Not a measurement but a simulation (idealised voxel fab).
Process module name: voxel trench capacitor
Each square cell in cross-section cut measures 5 nm, and the section as a whole is 160 nm wide.
Format of a cross-section: grid, square cells. Given as bands. Order: top down. Band: one or more rows of cells. Within each band entry, the heights of the top and of the bottom of the band appear first, in that order and in nm; the materials of the band then follow from left to right, each with its corresponding width in nm. The designation "everywhere" on a single material indicates that it fills the band from edge to edge; the designation "air" indicates empty space. The reference from which all heights are counted is 0, the level beneath which the as-received wafer is entirely one material; the lowest band, having no lower bound, proceeds downward and is written after the example "from 0 down". A two-number width, for instance "30..40", indicates that the width is equal to the first number in the top row of the band and to the second number in the bottom row, and that it changes by a constant amount per row of cells. "no modifications", as given for a step, is the statement that not any cell of the cross-section underwent a change during that step. "Closed cavity list" specifies each empty space that is not open to the top and that occupies no fewer than 8 cells, using the form width x height at distance, the distance measured from the left edge and all three quantities in nm. Heads up: the bit after the settings on a step's line is the simulator's remark on that step. On any step carrying a mask, the "overlay nm" setting, if present on the step's line, tells how far right of its planned place the mask lay; negative values point to the left.

Planned step list for the process
1 RECEIVE: material Si
2 CONFORMAL_DEP: material SiN, thk nm 5
3 PATTERN: tone open, mask id TRENCH, material resist, width nm 25, pitch nm 40, thk nm 15, overlay nm 0
4 DIRECTIONAL_ETCH: etch materials SiN, depth nm 5
5 DIRECTIONAL_ETCH: etch materials Si, depth nm 25
6 STRIP: etch materials resist
7 CONFORMAL_DEP: material Al2O3, thk nm 5
8 CONFORMAL_DEP: material TiN, thk nm 5
9 FILL_DEP: material W, thk nm 5
10 CMP: height nm 5

Wafer at receipt (post step 1), cross-section
> from 0 down  Si everywhere
> Closed cavity list: none

Cross-sectional image of the first of two wafers at the end of the module, the run having proceeded as planned
> from 5 to 0  45 SiN, 5 Al2O3, 5 TiN, 5 W, 5 TiN, 5 Al2O3, 15 SiN, 5 Al2O3, 5 TiN, 5 W, 5 TiN, 5 Al2O3, 50 SiN
> from 0 to -15  45 Si, 5 Al2O3, 5 TiN, 5 W, 5 TiN, 5 Al2O3, 15 Si, 5 Al2O3, 5 TiN, 5 W, 5 TiN, 5 Al2O3, 50 Si
> from -15 to -20  45 Si, 5 Al2O3, 15 TiN, 5 Al2O3, 15 Si, 5 Al2O3, 15 TiN, 5 Al2O3, 50 Si
> from -20 to -25  45 Si, 25 Al2O3, 15 Si, 25 Al2O3, 50 Si
> from -25 down  Si everywhere
> Closed cavity list: none

Wafer two, sectioned after the module: the first wafer's start, the first wafer's plan, and one mistake in how it was run
> from 5 to 0  45 SiN, 5 TiN, 15 W, 5 TiN, 15 SiN, 5 TiN, 15 W, 5 TiN, 50 SiN
> from 0 to -20  45 Si, 5 TiN, 15 W, 5 TiN, 15 Si, 5 TiN, 15 W, 5 TiN, 50 Si
> from -20 to -25  45 Si, 25 TiN, 15 Si, 25 TiN, 50 Si
> from -25 down  Si everywhere
> Closed cavity list: none
In executing the process, a mistake was made relative to the plan: not run: step 7 of the plan (skipped)
The final cell counts differ between the wafers, with the second having more or fewer of some materials than the first: Al2O3 -30 | TiN +8 | W +22
